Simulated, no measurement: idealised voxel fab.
process module | voxel wiring stack
cross-section cut | 210 nm wide | cells 5 nm
A cross-section is a grid of square cells, given in bands from the top down. A band is one or more rows of cells.
Each band's line starts with the height of the band's top and of its bottom, in nm. Then come its materials from left to right, each with its width in nm. One material with "throughout" fills the band from edge to edge. "air" is empty space.
Height 0 is the level under which the wafer as received is all one material. The lowest band goes on downwards, as in "0 down".
A width such as "30 to 40" changes by the same amount from each row of cells to the next, from the band's top row to its bottom row.
"no change" after a step means that no cell of the cross-section changed.
closed voids: empty space of 8 cells or more with no open way to the top, each as width x height at its distance from the left edge, in nm
after a step's settings: what the simulator itself notes on the step
overlay nm, on a step with a mask: how far to the right of its planned place the mask lay; to the left if negative
plan
1 op RECEIVE | material Si
2 op CONFORMAL_DEP | material SiO2 | thk nm 5
3 op CONFORMAL_DEP | material SiCN | thk nm 5
4 op DIRECTIONAL_DEP | material SiO2 | thk nm 25
5 op PATTERN | tone open | mask id METAL_1 | material resist | width nm 30 | pitch nm 60 | thk nm 20 | overlay nm 0
6 op DIRECTIONAL_ETCH | etch materials SiO2 | depth nm 25
7 op DIRECTIONAL_ETCH | etch materials SiCN | depth nm 5
8 op STRIP | etch materials resist
9 op CONFORMAL_DEP | material TiN | thk nm 5
10 op FILL_DEP | material Cu | thk nm 5
11 op CMP | height nm 40
12 op CONFORMAL_DEP | material SiCN | thk nm 5
13 op DIRECTIONAL_DEP | material lowk | thk nm 25
14 op PATTERN | tone open | mask id METAL_2_HOLES | material resist | width nm 15 | pitch nm 60 | thk nm 20 | overlay nm 0
15 op DIRECTIONAL_ETCH | etch materials lowk | depth nm 25
16 op STRIP | etch materials resist
17 op PATTERN | tone open | mask id METAL_2 | material resist | width nm 30 | pitch nm 60 | thk nm 20 | overlay nm 0
18 op DIRECTIONAL_ETCH | etch materials lowk | depth nm 15
19 op DIRECTIONAL_ETCH | etch materials SiCN | depth nm 5
20 op STRIP | etch materials resist
21 op CONFORMAL_DEP | material TiN | thk nm 5
22 op FILL_DEP | material Ru | thk nm 10
23 op CMP | height nm 70
24 op CONFORMAL_DEP | material SiCN | thk nm 5
25 op DIRECTIONAL_DEP | material SiO2 | thk nm 15
26 op PATTERN | tone open | mask id PLUG_2 | material resist | width nm 15 | thk nm 15 | overlay nm 0
27 op DIRECTIONAL_ETCH | etch materials SiO2 | depth nm 15
28 op DIRECTIONAL_ETCH | etch materials SiCN | depth nm 5
29 op STRIP | etch materials resist
30 op EPI | material Ru | thk nm 10
31 op EPI | material Ru | thk nm 10
32 op DIRECTIONAL_DEP | material TiN | thk nm 5
33 op DIRECTIONAL_DEP | material Ru | thk nm 20
34 op PATTERN | tone cover | mask id METAL_3 | material resist | width nm 30 | pitch nm 60 | thk nm 20 | overlay nm 0
35 op DIRECTIONAL_ETCH | etch materials Ru | depth nm 20
36 op DIRECTIONAL_ETCH | etch materials TiN | depth nm 5
37 op STRIP | etch materials resist
38 op CONFORMAL_DEP | material SiCN | thk nm 5
39 op FILL_DEP | material SiO2 | thk nm 10
40 op CMP | height nm 115
41 op CONFORMAL_DEP | material SiCN | thk nm 5
42 op DIRECTIONAL_DEP | material SiO2 | thk nm 30
43 op PATTERN | tone open | mask id METAL_4_HOLES | material resist | width nm 15 | pitch nm 60 | thk nm 15 | overlay nm 0
44 op DIRECTIONAL_ETCH | etch materials SiO2 | depth nm 30
45 op STRIP | etch materials resist
46 op MASKED_ETCH | tone open | mask id METAL_4 | width nm 30 | pitch nm 60 | etch materials SiO2 | depth nm 15 | overlay nm 0
47 op MASKED_ETCH | tone open | mask id METAL_4 | width nm 30 | pitch nm 60 | etch materials SiCN | depth nm 5 | overlay nm 0
48 op CONFORMAL_DEP | material TiN | thk nm 5
49 op FILL_DEP | material Cu | thk nm 10
50 op CMP | height nm 150
51 op CONFORMAL_DEP | material SiCN | thk nm 5
varied across the wafers: thk nm of step 2. The plan shows the first wafer's value. All wafers start alike
first wafer as received, after step 1
  0 down: Si throughout
  closed voids: none
first wafer at the end, after step 51
  155 to 150: SiCN throughout
  150 to 140: SiO2 60 | TiN 5 | Cu 20 | TiN 5 | SiO2 30 | TiN 5 | Cu 20 | TiN 5 | SiO2 60
  140 to 135: SiO2 60 | TiN 5 | Cu 5 | TiN 20 | SiO2 30 | TiN 5 | Cu 5 | TiN 20 | SiO2 60
  135 to 120: SiO2 60 | TiN 5 | Cu 5 | TiN 5 | SiO2 45 | TiN 5 | Cu 5 | TiN 5 | SiO2 75
  120 to 115: SiCN 60 | TiN 15 | SiCN 45 | TiN 15 | SiCN 75
  115 to 95: SiO2 55 | SiCN 5 | Ru 30 | SiCN 5 | SiO2 20 | SiCN 5 | Ru 30 | SiCN 5 | SiO2 55
  95 to 90: SiCN 60 | TiN 30 | SiCN 30 | TiN 30 | SiCN 60
  90 to 75: SiO2 60 | Ru 15 | SiO2 135
  75 to 70: SiCN 60 | Ru 15 | SiCN 135
  70 to 60: lowk 60 | TiN 5 | Ru 20 | TiN 5 | lowk 30 | TiN 5 | Ru 20 | TiN 5 | lowk 60
  60 to 55: lowk 60 | TiN 5 | Ru 5 | TiN 20 | lowk 30 | TiN 5 | Ru 5 | TiN 20 | lowk 60
  55 to 45: lowk 60 | TiN 5 | Ru 5 | TiN 5 | lowk 45 | TiN 5 | Ru 5 | TiN 5 | lowk 75
  45 to 40: SiCN 60 | TiN 15 | SiCN 45 | TiN 15 | SiCN 75
  40 to 35: TiN 65 | Cu 20 | TiN 40 | Cu 20 | TiN 65
  35 to 10: SiO2 60 | TiN 5 | Cu 20 | TiN 5 | SiO2 30 | TiN 5 | Cu 20 | TiN 5 | SiO2 60
  10 to 5: SiCN 60 | TiN 30 | SiCN 30 | TiN 30 | SiCN 60
  5 to 0: SiO2 throughout
  0 down: Si throughout
  closed voids: none
last wafer at the end
  155 to 150: SiCN throughout
  150 to 140: SiO2 60 | TiN 5 | Cu 20 | TiN 5 | SiO2 30 | TiN 5 | Cu 20 | TiN 5 | SiO2 60
  140 to 135: SiO2 60 | TiN 5 | Cu 5 | TiN 20 | SiO2 30 | TiN 5 | Cu 5 | TiN 20 | SiO2 60
  135 to 120: SiO2 60 | TiN 5 | Cu 5 | TiN 5 | SiO2 45 | TiN 5 | Cu 5 | TiN 5 | SiO2 75
  120 to 115: SiCN 60 | TiN 15 | SiCN 45 | TiN 15 | SiCN 75
  115 to 95: SiO2 55 | SiCN 5 | Ru 30 | SiCN 5 | SiO2 20 | SiCN 5 | Ru 30 | SiCN 5 | SiO2 55
  95 to 90: SiCN 60 | TiN 30 | SiCN 30 | TiN 30 | SiCN 60
  90 to 75: SiO2 60 | Ru 15 | SiO2 135
  75 to 70: SiCN 60 | Ru 15 | SiCN 135
  70 to 60: lowk 60 | TiN 5 | Ru 20 | TiN 5 | lowk 30 | TiN 5 | Ru 20 | TiN 5 | lowk 60
  60 to 55: lowk 60 | TiN 5 | Ru 5 | TiN 20 | lowk 30 | TiN 5 | Ru 5 | TiN 20 | lowk 60
  55 to 45: lowk 60 | TiN 5 | Ru 5 | TiN 5 | lowk 45 | TiN 5 | Ru 5 | TiN 5 | lowk 75
  45 to 40: SiCN 60 | TiN 15 | SiCN 45 | TiN 15 | SiCN 75
  40 to 30: SiO2 60 | TiN 5 | Cu 20 | TiN 5 | SiO2 30 | TiN 5 | Cu 20 | TiN 5 | SiO2 60
  30 to 25: SiCN 60 | TiN 30 | SiCN 30 | TiN 30 | SiCN 60
  25 to 0: SiO2 throughout
  0 down: Si throughout
  closed voids: none
each wafer at the end: cells of each material gained (+) or lost (-) since it was received, then its closed voids
thk nm 5 | +72 Cu | +82 Ru | +229 SiCN | +611 SiO2 | +146 TiN | +162 lowk | closed voids: none
thk nm 10 | +64 Cu | +82 Ru | +229 SiCN | +653 SiO2 | +112 TiN | +162 lowk | closed voids: none
thk nm 15 | +56 Cu | +82 Ru | +229 SiCN | +665 SiO2 | +108 TiN | +162 lowk | closed voids: none
thk nm 20 | +48 Cu | +82 Ru | +229 SiCN | +677 SiO2 | +104 TiN | +162 lowk | closed voids: none
thk nm 25 | +40 Cu | +82 Ru | +229 SiCN | +689 SiO2 | +100 TiN | +162 lowk | closed voids: none
